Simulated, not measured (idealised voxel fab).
This is a process module. Its name is voxel ribs on slabs.
Cross-section cut spans 270 nm and uses square cells 5 nm in size.
Cross-section = grid of square cells, listed top down in bands; band = one or more rows.
Band entry format. Leading values: height of top, height of bottom, nm. Remainder: materials in left-to-right order, each with its width in nm. Special words: "throughout" on a single material, which then fills the band edge to edge; "air", empty space.
Basically, 0 is our baseline, since under it the wafer straight out of the box is all one material. The bottom band has no lower end and keeps on going down, so it looks like "from 0 down".
You'd read "30 to 40" like this: the band's top row of cells is as wide as the first number, its bottom row is as wide as the second, and going down, every row changes width by the same amount as the row before did.
Where the words "no change" appear for a step, the cross-section shows no cell changed by that step; every cell remained as before.
"Closed cavity list" enumerates empty spaces isolated from the top, with no open way to it, that contain at least 8 cells, giving each as width x height at distance from the left edge, all three in nm.
The remark found on a step's line after its settings is issued by the simulator itself and pertains to that step.
When a step includes a mask, the "overlay nm" setting on its line states how far to the right of its planned place that mask lay, and negative values state how far to the left.
List of planned process steps
1 RECEIVE: material Si
2 DIRECTIONAL_DEP: material SiO2, thk nm 30
3 DIRECTIONAL_DEP: material polySi, thk nm 25
4 MASKED_ETCH: tone cover, mask id RIB, width nm 20, etch materials polySi, depth nm 20, overlay nm 0
5 PATTERN: tone cover, mask id SLAB, material resist, width nm 70, thk nm 20, overlay nm 0
6 DIRECTIONAL_ETCH: etch materials polySi, depth nm 5
7 STRIP: etch materials resist
8 FILL_DEP: material SiO2, thk nm 20
9 CMP: height nm 65
10 DIRECTIONAL_DEP: material TiN, thk nm 10
11 DIRECTIONAL_DEP: material aC, thk nm 10
12 PATTERN: tone cover, mask id HEATER, material resist, width nm 30, thk nm 30, overlay nm 0
13 DIRECTIONAL_ETCH: etch materials aC, depth nm 10
14 STRIP: etch materials resist
15 DIRECTIONAL_ETCH: etch materials TiN, depth nm 10
16 STRIP: etch materials aC
17 CONFORMAL_DEP: material SiO2, thk nm 10
Cross-sectional view of the wafer in its as-received condition, corresponding to the state after step 1
    from 0 down: Si throughout
    Closed cavity list: none
Module complete - cross-section of the first of two wafers, run according to plan
    from 85 to 75: 110 nm air  50 nm SiO2  110 nm air
    from 75 to 65: 120 nm SiO2  30 nm TiN  120 nm SiO2
    from 65 to 55: SiO2 throughout
    from 55 to 35: 125 nm SiO2  20 nm polySi  125 nm SiO2
    from 35 to 30: 100 nm SiO2  70 nm polySi  100 nm SiO2
    from 30 to 0: SiO2 throughout
    from 0 down: Si throughout
    Closed cavity list: none
Wafer two, sectioned after the module: the first wafer's start, the first wafer's plan, and one mistake in how it was run
    from 85 to 75: 110 nm air  50 nm SiO2  110 nm air
    from 75 to 65: 120 nm SiO2  30 nm TiN  120 nm SiO2
    from 65 to 55: SiO2 throughout
    from 55 to 35: 130 nm SiO2  20 nm polySi  120 nm SiO2
    from 35 to 30: 100 nm SiO2  70 nm polySi  100 nm SiO2
    from 30 to 0: SiO2 throughout
    from 0 down: Si throughout
    Closed cavity list: none
Deviation noted in wafer processing: so step 4 ended up running with a different setting than we planned, it ran as MASKED_ETCH: tone cover, mask id RIB, width nm 20, etch materials polySi, depth nm 20, overlay nm 5
The two final wafers agree on how many cells each material fills and disagree on which cells those are.
